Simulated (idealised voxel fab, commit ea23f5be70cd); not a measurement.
Herein follows the process module entitled voxel self aligned vias.
210 nm wide, 5 nm square cells: that's cross-section cut.
We lay out every cross-section as a grid of square cells and spell it out in bands from the top down, where one band means one or more rows of cells. Top height, bottom height, nm. Materials left to right, width each, nm. Single material + "full width" = fills band edge to edge. "empty" = empty. Measure heights from 0. That's the level where, below it, the as-received wafer is all one material. The lowest band is bottomless and extends downward; write it as in "0..down". Width: "30 to 40" (first number = top row, second number = bottom row, same change from row to row of cells). Given "nothing got changed" for a step, no cell of the cross-section differs between before and after that step. Basically, "Completely enclosed voids" tells you about the enclosed voids: empty spaces with no open way to the top, 8 cells or bigger, each written width x height at distance, where distance is from the left edge, all in nm. after a step's settings: what the simulator itself notes on the step. overlay nm: right-of-plan distance of the mask on a masked step; negative values mean left-of-plan.

The planned process steps are enumerated hereunder:
step 1: RECEIVE, material Si
step 2: CONFORMAL_DEP, material SiO2, thk nm 10
step 3: CONFORMAL_DEP, material SiCN, thk nm 5
step 4: DIRECTIONAL_DEP, material lowk, thk nm 20
step 5: PATTERN, tone open, mask id LINES, material resist, width nm 30, pitch nm 55, thk nm 15, overlay nm -15
step 6: DIRECTIONAL_ETCH, etch materials lowk, depth nm 20
step 7: STRIP, etch materials resist
step 8: CONFORMAL_DEP, material TiN, thk nm 5
step 9: FILL_DEP, material Ru, thk nm 10
step 10: CMP, height nm 35
step 11: SELECTIVE_ETCH, etch materials W Ru TiN, depth nm 5
step 12: FILL_DEP, material SiN, thk nm 5
step 13: CMP, height nm 35
step 14: DIRECTIONAL_DEP, material lowk, thk nm 20
step 15: MASKED_ETCH, tone open, mask id VIAS, width nm 40, etch materials lowk, depth nm 20, overlay nm 0
step 16: MASKED_ETCH, tone open, mask id VIAS, width nm 40, etch materials SiN, depth nm 5, overlay nm 0
step 17: CONFORMAL_DEP, material TiN, thk nm 5
step 18: FILL_DEP, material W, thk nm 10
step 19: CMP, height nm 55
step 20: CONFORMAL_DEP, material SiN, thk nm 5
The wafers are alike at the start. At step 5, their overlay nm differs. The plan lists the first wafer's value.

Sectional view: first of several wafers, as received, after step 1:
- 0..down: Si full width
- Completely enclosed voids: none

Here is how to read the rows: every wafer has a row, and it shows the wafer at the end of the module, giving for each material how many cells were gained (+) or lost (-) since the wafer was received, then listing its closed voids:
overlay nm -15; +16 Ru; +42 SiCN; +50 SiN; +84 SiO2; +36 TiN; +20 W; +256 lowk; Completely enclosed voids: none
overlay nm -10; +16 Ru; +42 SiCN; +49 SiN; +84 SiO2; +36 TiN; +21 W; +256 lowk; Completely enclosed voids: none
overlay nm -5; +16 Ru; +42 SiCN; +48 SiN; +84 SiO2; +36 TiN; +22 W; +256 lowk; Completely enclosed voids: none
overlay nm 0; +16 Ru; +42 SiCN; +48 SiN; +84 SiO2; +36 TiN; +22 W; +256 lowk; Completely enclosed voids: none
overlay nm 5; +16 Ru; +42 SiCN; +48 SiN; +84 SiO2; +36 TiN; +22 W; +256 lowk; Completely enclosed voids: none
overlay nm 10; +16 Ru; +42 SiCN; +49 SiN; +84 SiO2; +36 TiN; +21 W; +256 lowk; Completely enclosed voids: none
overlay nm 15; +16 Ru; +42 SiCN; +50 SiN; +84 SiO2; +36 TiN; +20 W; +256 lowk; Completely enclosed voids: none
